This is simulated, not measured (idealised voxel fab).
process module | voxel self aligned vias
cross-section cut | 250 nm wide | cells 5 nm
A cross-section is a grid of square cells, given in bands from the top down. A band is one or more rows of cells.
Each band's line starts with the height of the band's top and of its bottom, in nm. Then come its materials from left to right, each with its width in nm. One material with "throughout" fills the band from edge to edge. "air" is empty space.
Height 0 is the level under which the wafer as received is all one material. The lowest band goes on downwards, as in "0 down".
A width such as "30 to 40" changes by the same amount from each row of cells to the next, from the band's top row to its bottom row.
"no change" after a step means that no cell of the cross-section changed.
closed voids: empty space of 8 cells or more with no open way to the top, each as width x height at its distance from the left edge, in nm
after a step's settings: what the simulator itself notes on the step
overlay nm, on a step with a mask: how far to the right of its planned place the mask lay; to the left if negative
Each pair below shows a cross-section before one step and the cross-section after it, down to the lowest band that changed. The line under each pair gives the step between them, with its settings. The pairs can come from different runs of this module on the same starting wafer, so a pair continues from the pair above only where its "before" says so.
before
  50 to 40: SiN throughout
  40 to 30: lowk 50 | SiN 20 | lowk 45 | SiN 20 | lowk 45 | SiN 20 | lowk 50
  30 to 20: lowk 50 | TiN 5 | Ru 10 | TiN 5 | lowk 45 | TiN 5 | Ru 10 | TiN 5 | lowk 45 | TiN 5 | Ru 10 | TiN 5 | lowk 50
  20 to 15: lowk 50 | TiN 20 | lowk 45 | TiN 20 | lowk 45 | TiN 20 | lowk 50
  15 to 10: SiCN throughout
  10 to 0: SiO2 throughout
  0 down: Si throughout
  closed voids: none
after
  40 to 30: lowk 50 | SiN 20 | lowk 45 | SiN 20 | lowk 45 | SiN 20 | lowk 50
  below 30: unchanged
  closed voids: none
the step between: op CMP | height nm 40
before: the cross-section after the pair above
after
  55 to 40: lowk throughout
  below 40: unchanged
  closed voids: none
the step between: op DIRECTIONAL_DEP | material lowk | thk nm 15
before: the cross-section after the pair above
after
  75 to 55: resist 35 | air 50 | resist 15 | air 50 | resist 15 | air 50 | resist 35
  below 55: unchanged
  closed voids: none
the step between: op PATTERN | tone open | mask id VIAS | material resist | width nm 50 | pitch nm 65 | thk nm 20 | overlay nm 0
before: the cross-section after the pair above
after
  75 to 55: resist 35 | air 50 | resist 15 | air 50 | resist 15 | air 50 | resist 35
  55 to 40: lowk 35 | air 50 | lowk 15 | air 50 | lowk 15 | air 50 | lowk 35
  below 40: unchanged
  closed voids: none
the step between: op DIRECTIONAL_ETCH | etch materials lowk | depth nm 15
before: the cross-section after the pair above
after
  75 to 55: resist 35 | air 50 | resist 15 | air 50 | resist 15 | air 50 | resist 35
  55 to 40: lowk 35 | air 50 | lowk 15 | air 50 | lowk 15 | air 50 | lowk 35
  40 to 30: lowk 50 | air 20 | lowk 45 | air 20 | lowk 45 | air 20 | lowk 50
  below 30: unchanged
  closed voids: none
the step between: op DIRECTIONAL_ETCH | etch materials SiN | depth nm 10
before: the cross-section after the pair above
after
  55 to 40: lowk 35 | air 50 | lowk 15 | air 50 | lowk 15 | air 50 | lowk 35
  below 40: unchanged
  closed voids: none
the step between: op STRIP | etch materials resist
before: the cross-section after the pair above
after
  60 to 55: TiN 40 | air 40 | TiN 25 | air 40 | TiN 25 | air 40 | TiN 40
  55 to 45: lowk 35 | TiN 5 | air 40 | TiN 5 | lowk 15 | TiN 5 | air 40 | TiN 5 | lowk 15 | TiN 5 | air 40 | TiN 5 | lowk 35
  45 to 35: lowk 35 to 50 | TiN 20 to 5 | air 10 | TiN 20 to 5 | lowk 15 to 45 | TiN 20 to 5 | air 10 | TiN 20 to 5 | lowk 15 to 45 | TiN 20 to 5 | air 10 | TiN 20 to 5 | lowk 35 to 50
  35 to 30: lowk 50 | TiN 20 | lowk 45 | TiN 20 | lowk 45 | TiN 20 | lowk 50
  below 30: unchanged
  closed voids: none
the step between: op CONFORMAL_DEP | material TiN | thk nm 5
before: the cross-section after the pair above
after
  65 to 60: W throughout
  60 to 55: TiN 40 | W 40 | TiN 25 | W 40 | TiN 25 | W 40 | TiN 40
  55 to 45: lowk 35 | TiN 5 | W 40 | TiN 5 | lowk 15 | TiN 5 | W 40 | TiN 5 | lowk 15 | TiN 5 | W 40 | TiN 5 | lowk 35
  45 to 35: lowk 35 to 50 | TiN 20 to 5 | W 10 | TiN 20 to 5 | lowk 15 to 45 | TiN 20 to 5 | W 10 | TiN 20 to 5 | lowk 15 to 45 | TiN 20 to 5 | W 10 | TiN 20 to 5 | lowk 35 to 50
  below 35: unchanged
  closed voids: none
the step between: op FILL_DEP | material W | thk nm 5
before: the cross-section after the pair above
after
  55 to 45: lowk 35 | TiN 5 | W 40 | TiN 5 | lowk 15 | TiN 5 | W 40 | TiN 5 | lowk 15 | TiN 5 | W 40 | TiN 5 | lowk 35
  below 45: unchanged
  closed voids: none
the step between: op CMP | height nm 55
before: the cross-section after the pair above
after
  60 to 55: SiN throughout
  below 55: unchanged
  closed voids: none
the step between: op CONFORMAL_DEP | material SiN | thk nm 5
before
  40 to 15: lowk throughout
  15 to 10: SiCN throughout
  10 to 0: SiO2 throughout
  0 down: Si throughout
  closed voids: none
after
  55 to 40: resist 35 | air 30 | resist 35 | air 30 | resist 35 | air 30 | resist 55
  below 40: unchanged
  closed voids: none
the step between: op PATTERN | tone open | mask id LINES | material resist | width nm 30 | pitch nm 65 | thk nm 15 | overlay nm -10
before: the cross-section after the pair above
after
  55 to 40: resist 35 | air 30 | resist 35 | air 30 | resist 35 | air 30 | resist 55
  40 to 15: lowk 35 | air 30 | lowk 35 | air 30 | lowk 35 | air 30 | lowk 55
  below 15: unchanged
  closed voids: none
the step between: op DIRECTIONAL_ETCH | etch materials lowk | depth nm 25
before: the cross-section after the pair above
after
  40 to 15: lowk 35 | air 30 | lowk 35 | air 30 | lowk 35 | air 30 | lowk 55
  below 15: unchanged
  closed voids: none
the step between: op STRIP | etch materials resist
before: the cross-section after the pair above
after
  45 to 40: TiN 40 | air 20 | TiN 45 | air 20 | TiN 45 | air 20 | TiN 60
  40 to 20: lowk 35 | TiN 5 | air 20 | TiN 5 | lowk 35 | TiN 5 | air 20 | TiN 5 | lowk 35 | TiN 5 | air 20 | TiN 5 | lowk 55
  20 to 15: lowk 35 | TiN 30 | lowk 35 | TiN 30 | lowk 35 | TiN 30 | lowk 55
  below 15: unchanged
  closed voids: none
the step between: op CONFORMAL_DEP | material TiN | thk nm 5
before: the cross-section after the pair above
after
  55 to 45: Ru throughout
  45 to 40: TiN 40 | Ru 20 | TiN 45 | Ru 20 | TiN 45 | Ru 20 | TiN 60
  40 to 20: lowk 35 | TiN 5 | Ru 20 | TiN 5 | lowk 35 | TiN 5 | Ru 20 | TiN 5 | lowk 35 | TiN 5 | Ru 20 | TiN 5 | lowk 55
  below 20: unchanged
  closed voids: none
the step between: op FILL_DEP | material Ru | thk nm 10
before: the cross-section after the pair above
after
  40 to 20: lowk 35 | TiN 5 | Ru 20 | TiN 5 | lowk 35 | TiN 5 | Ru 20 | TiN 5 | lowk 35 | TiN 5 | Ru 20 | TiN 5 | lowk 55
  below 20: unchanged
  closed voids: none
the step between: op CMP | height nm 40
before: the cross-section after the pair above
after
  40 to 30: lowk 35 | air 30 | lowk 35 | air 30 | lowk 35 | air 30 | lowk 55
  below 30: unchanged
  closed voids: none
the step between: op SELECTIVE_ETCH | etch materials W Ru TiN | depth nm 10
before: the cross-section after the pair above
after
  50 to 40: SiN throughout
  40 to 30: lowk 35 | SiN 30 | lowk 35 | SiN 30 | lowk 35 | SiN 30 | lowk 55
  below 30: unchanged
  closed voids: none
the step between: op FILL_DEP | material SiN | thk nm 10
before: the cross-section after the pair above
after
  40 to 30: lowk 35 | SiN 30 | lowk 35 | SiN 30 | lowk 35 | SiN 30 | lowk 55
  below 30: unchanged
  closed voids: none
the step between: op CMP | height nm 40
before: the cross-section after the pair above
after
  55 to 40: lowk throughout
  below 40: unchanged
  closed voids: none
the step between: op DIRECTIONAL_DEP | material lowk | thk nm 15
before: the cross-section after the pair above
after
  75 to 55: resist 35 | air 50 | resist 15 | air 50 | resist 15 | air 50 | resist 35
  below 55: unchanged
  closed voids: none
the step between: op PATTERN | tone open | mask id VIAS | material resist | width nm 50 | pitch nm 65 | thk nm 20 | overlay nm 0
before: the cross-section after the pair above
after
  75 to 55: resist 35 | air 50 | resist 15 | air 50 | resist 15 | air 50 | resist 35
  55 to 40: lowk 35 | air 50 | lowk 15 | air 50 | lowk 15 | air 50 | lowk 35
  below 40: unchanged
  closed voids: none
the step between: op DIRECTIONAL_ETCH | etch materials lowk | depth nm 15
before: the cross-section after the pair above
after
  75 to 55: resist 35 | air 50 | resist 15 | air 50 | resist 15 | air 50 | resist 35
  55 to 40: lowk 35 | air 50 | lowk 15 | air 50 | lowk 15 | air 50 | lowk 35
  40 to 30: lowk 35 | air 30 | lowk 35 | air 30 | lowk 35 | air 30 | lowk 55
  below 30: unchanged
  closed voids: none
the step between: op DIRECTIONAL_ETCH | etch materials SiN | depth nm 10
before: the cross-section after the pair above
after
  55 to 40: lowk 35 | air 50 | lowk 15 | air 50 | lowk 15 | air 50 | lowk 35
  below 40: unchanged
  closed voids: none
the step between: op STRIP | etch materials resist
before: the cross-section after the pair above
after
  60 to 55: TiN 40 | air 40 | TiN 25 | air 40 | TiN 25 | air 40 | TiN 40
  55 to 45: lowk 35 | TiN 5 | air 40 | TiN 5 | lowk 15 | TiN 5 | air 40 | TiN 5 | lowk 15 | TiN 5 | air 40 | TiN 5 | lowk 35
  45 to 35: lowk 35 | TiN 5 | air 20 | TiN 25 to 5 | lowk 15 to 35 | TiN 5 | air 20 | TiN 25 to 5 | lowk 15 to 35 | TiN 5 | air 20 | TiN 25 to 5 | lowk 35 to 55
  35 to 30: lowk 35 | TiN 30 | lowk 35 | TiN 30 | lowk 35 | TiN 30 | lowk 55
  below 30: unchanged
  closed voids: none
the step between: op CONFORMAL_DEP | material TiN | thk nm 5
before: the cross-section after the pair above
after
  65 to 60: W throughout
  60 to 55: TiN 40 | W 40 | TiN 25 | W 40 | TiN 25 | W 40 | TiN 40
  55 to 45: lowk 35 | TiN 5 | W 40 | TiN 5 | lowk 15 | TiN 5 | W 40 | TiN 5 | lowk 15 | TiN 5 | W 40 | TiN 5 | lowk 35
  45 to 35: lowk 35 | TiN 5 | W 20 | TiN 25 to 5 | lowk 15 to 35 | TiN 5 | W 20 | TiN 25 to 5 | lowk 15 to 35 | TiN 5 | W 20 | TiN 25 to 5 | lowk 35 to 55
  below 35: unchanged
  closed voids: none
the step between: op FILL_DEP | material W | thk nm 5
before: the cross-section after the pair above
after
  55 to 45: lowk 35 | TiN 5 | W 40 | TiN 5 | lowk 15 | TiN 5 | W 40 | TiN 5 | lowk 15 | TiN 5 | W 40 | TiN 5 | lowk 35
  below 45: unchanged
  closed voids: none
the step between: op CMP | height nm 55
before: the cross-section after the pair above
after
  60 to 55: SiN throughout
  below 55: unchanged
  closed voids: none
the step between: op CONFORMAL_DEP | material SiN | thk nm 5
before
  55 to 40: lowk 35 | air 50 | lowk 15 | air 50 | lowk 15 | air 50 | lowk 35
  40 to 30: lowk 45 | air 30 | lowk 35 | air 30 | lowk 35 | air 30 | lowk 45
  30 to 20: lowk 45 | TiN 5 | Ru 20 | TiN 5 | lowk 35 | TiN 5 | Ru 20 | TiN 5 | lowk 35 | TiN 5 | Ru 20 | TiN 5 | lowk 45
  20 to 15: lowk 45 | TiN 30 | lowk 35 | TiN 30 | lowk 35 | TiN 30 | lowk 45
  15 to 10: SiCN throughout
  10 to 0: SiO2 throughout
  0 down: Si throughout
  closed voids: none
after
  60 to 55: Ru 40 | air 40 | Ru 25 | air 40 | Ru 25 | air 40 | Ru 40
  55 to 45: lowk 35 | Ru 5 | air 40 | Ru 5 | lowk 15 | Ru 5 | air 40 | Ru 5 | lowk 15 | Ru 5 | air 40 | Ru 5 | lowk 35
  45 to 35: lowk 35 to 45 | Ru 15 to 5 | air 20 | Ru 15 to 5 | lowk 15 to 35 | Ru 15 to 5 | air 20 | Ru 15 to 5 | lowk 15 to 35 | Ru 15 to 5 | air 20 | Ru 15 to 5 | lowk 35 to 45
  35 to 30: lowk 45 | Ru 30 | lowk 35 | Ru 30 | lowk 35 | Ru 30 | lowk 45
  below 30: unchanged
  closed voids: none
the step between: op CONFORMAL_DEP | material Ru | thk nm 5
before: the cross-section after the pair above
after
  65 to 60: W throughout
  60 to 55: Ru 40 | W 40 | Ru 25 | W 40 | Ru 25 | W 40 | Ru 40
  55 to 45: lowk 35 | Ru 5 | W 40 | Ru 5 | lowk 15 | Ru 5 | W 40 | Ru 5 | lowk 15 | Ru 5 | W 40 | Ru 5 | lowk 35
  45 to 35: lowk 35 to 45 | Ru 15 to 5 | W 20 | Ru 15 to 5 | lowk 15 to 35 | Ru 15 to 5 | W 20 | Ru 15 to 5 | lowk 15 to 35 | Ru 15 to 5 | W 20 | Ru 15 to 5 | lowk 35 to 45
  below 35: unchanged
  closed voids: none
the step between: op FILL_DEP | material W | thk nm 5
before: the cross-section after the pair above
after
  55 to 45: lowk 35 | Ru 5 | W 40 | Ru 5 | lowk 15 | Ru 5 | W 40 | Ru 5 | lowk 15 | Ru 5 | W 40 | Ru 5 | lowk 35
  below 45: unchanged
  closed voids: none
the step between: op CMP | height nm 55
before: the cross-section after the pair above
after
  60 to 55: SiN throughout
  below 55: unchanged
  closed voids: none
the step between: op CONFORMAL_DEP | material SiN | thk nm 5
before
  40 to 15: lowk throughout
  15 to 10: SiCN throughout
  10 to 0: SiO2 throughout
  0 down: Si throughout
  closed voids: none
after
  55 to 40: air 45 | resist 30 | air 35 | resist 30 | air 35 | resist 30 | air 45
  below 40: unchanged
  closed voids: none
the step between: op PATTERN | tone cover | mask id LINES | material resist | width nm 30 | pitch nm 65 | thk nm 15 | overlay nm 0
before: the cross-section after the pair above
after
  55 to 40: air 45 | resist 30 | air 35 | resist 30 | air 35 | resist 30 | air 45
  40 to 15: air 45 | lowk 30 | air 35 | lowk 30 | air 35 | lowk 30 | air 45
  below 15: unchanged
  closed voids: none
the step between: op DIRECTIONAL_ETCH | etch materials lowk | depth nm 25
before: the cross-section after the pair above
after
  40 to 15: air 45 | lowk 30 | air 35 | lowk 30 | air 35 | lowk 30 | air 45
  below 15: unchanged
  closed voids: none
the step between: op STRIP | etch materials resist
before: the cross-section after the pair above
after
  45 to 40: air 40 | TiN 40 | air 25 | TiN 40 | air 25 | TiN 40 | air 40
  40 to 20: air 40 | TiN 5 | lowk 30 | TiN 5 | air 25 | TiN 5 | lowk 30 | TiN 5 | air 25 | TiN 5 | lowk 30 | TiN 5 | air 40
  20 to 15: TiN 45 | lowk 30 | TiN 35 | lowk 30 | TiN 35 | lowk 30 | TiN 45
  below 15: unchanged
  closed voids: none
the step between: op CONFORMAL_DEP | material TiN | thk nm 5
before: the cross-section after the pair above
after
  55 to 45: Ru throughout
  45 to 40: Ru 40 | TiN 40 | Ru 25 | TiN 40 | Ru 25 | TiN 40 | Ru 40
  40 to 20: Ru 40 | TiN 5 | lowk 30 | TiN 5 | Ru 25 | TiN 5 | lowk 30 | TiN 5 | Ru 25 | TiN 5 | lowk 30 | TiN 5 | Ru 40
  below 20: unchanged
  closed voids: none
the step between: op FILL_DEP | material Ru | thk nm 10
before: the cross-section after the pair above
after
  40 to 20: Ru 40 | TiN 5 | lowk 30 | TiN 5 | Ru 25 | TiN 5 | lowk 30 | TiN 5 | Ru 25 | TiN 5 | lowk 30 | TiN 5 | Ru 40
  below 20: unchanged
  closed voids: none
the step between: op CMP | height nm 40
before: the cross-section after the pair above
after
  40 to 30: air 45 | lowk 30 | air 35 | lowk 30 | air 35 | lowk 30 | air 45
  below 30: unchanged
  closed voids: none
the step between: op SELECTIVE_ETCH | etch materials W Ru TiN | depth nm 10
before: the cross-section after the pair above
after
  50 to 40: SiN throughout
  40 to 30: SiN 45 | lowk 30 | SiN 35 | lowk 30 | SiN 35 | lowk 30 | SiN 45
  below 30: unchanged
  closed voids: none
the step between: op FILL_DEP | material SiN | thk nm 10
before: the cross-section after the pair above
after
  40 to 30: SiN 45 | lowk 30 | SiN 35 | lowk 30 | SiN 35 | lowk 30 | SiN 45
  below 30: unchanged
  closed voids: none
the step between: op CMP | height nm 40
before: the cross-section after the pair above
after
  55 to 40: lowk throughout
  below 40: unchanged
  closed voids: none
the step between: op DIRECTIONAL_DEP | material lowk | thk nm 15
before: the cross-section after the pair above
after
  75 to 55: resist 35 | air 50 | resist 15 | air 50 | resist 15 | air 50 | resist 35
  below 55: unchanged
  closed voids: none
the step between: op PATTERN | tone open | mask id VIAS | material resist | width nm 50 | pitch nm 65 | thk nm 20 | overlay nm 0
before: the cross-section after the pair above
after
  75 to 55: resist 35 | air 50 | resist 15 | air 50 | resist 15 | air 50 | resist 35
  55 to 40: lowk 35 | air 50 | lowk 15 | air 50 | lowk 15 | air 50 | lowk 35
  below 40: unchanged
  closed voids: none
the step between: op DIRECTIONAL_ETCH | etch materials lowk | depth nm 15
before: the cross-section after the pair above
after
  75 to 55: resist 35 | air 50 | resist 15 | air 50 | resist 15 | air 50 | resist 35
  55 to 40: lowk 35 | air 50 | lowk 15 | air 50 | lowk 15 | air 50 | lowk 35
  40 to 30: SiN 35 | air 10 | lowk 30 | air 10 | SiN 15 | air 10 | lowk 30 | air 10 | SiN 15 | air 10 | lowk 30 | air 10 | SiN 35
  below 30: unchanged
  closed voids: none
the step between: op DIRECTIONAL_ETCH | etch materials SiN | depth nm 10
before: the cross-section after the pair above
after
  55 to 40: lowk 35 | air 50 | lowk 15 | air 50 | lowk 15 | air 50 | lowk 35
  below 40: unchanged
  closed voids: none
the step between: op STRIP | etch materials resist
before: the cross-section after the pair above
after
  60 to 55: TiN 40 | air 40 | TiN 25 | air 40 | TiN 25 | air 40 | TiN 40
  55 to 45: lowk 35 | TiN 5 | air 40 | TiN 5 | lowk 15 | TiN 5 | air 40 | TiN 5 | lowk 15 | TiN 5 | air 40 | TiN 5 | lowk 35
  45 to 40: lowk 35 | TiN 50 | lowk 15 | TiN 50 | lowk 15 | TiN 50 | lowk 35
  40 to 30: SiN 35 | TiN 10 | lowk 30 | TiN 10 | SiN 15 | TiN 10 | lowk 30 | TiN 10 | SiN 15 | TiN 10 | lowk 30 | TiN 10 | SiN 35
  below 30: unchanged
  closed voids: none
the step between: op CONFORMAL_DEP | material TiN | thk nm 5
before: the cross-section after the pair above
after
  65 to 60: W throughout
  60 to 55: TiN 40 | W 40 | TiN 25 | W 40 | TiN 25 | W 40 | TiN 40
  55 to 45: lowk 35 | TiN 5 | W 40 | TiN 5 | lowk 15 | TiN 5 | W 40 | TiN 5 | lowk 15 | TiN 5 | W 40 | TiN 5 | lowk 35
  below 45: unchanged
  closed voids: none
the step between: op FILL_DEP | material W | thk nm 5
before: the cross-section after the pair above
after
  55 to 45: lowk 35 | TiN 5 | W 40 | TiN 5 | lowk 15 | TiN 5 | W 40 | TiN 5 | lowk 15 | TiN 5 | W 40 | TiN 5 | lowk 35
  below 45: unchanged
  closed voids: none
the step between: op CMP | height nm 55
before: the cross-section after the pair above
after
  60 to 55: SiN throughout
  below 55: unchanged
  closed voids: none
the step between: op CONFORMAL_DEP | material SiN | thk nm 5
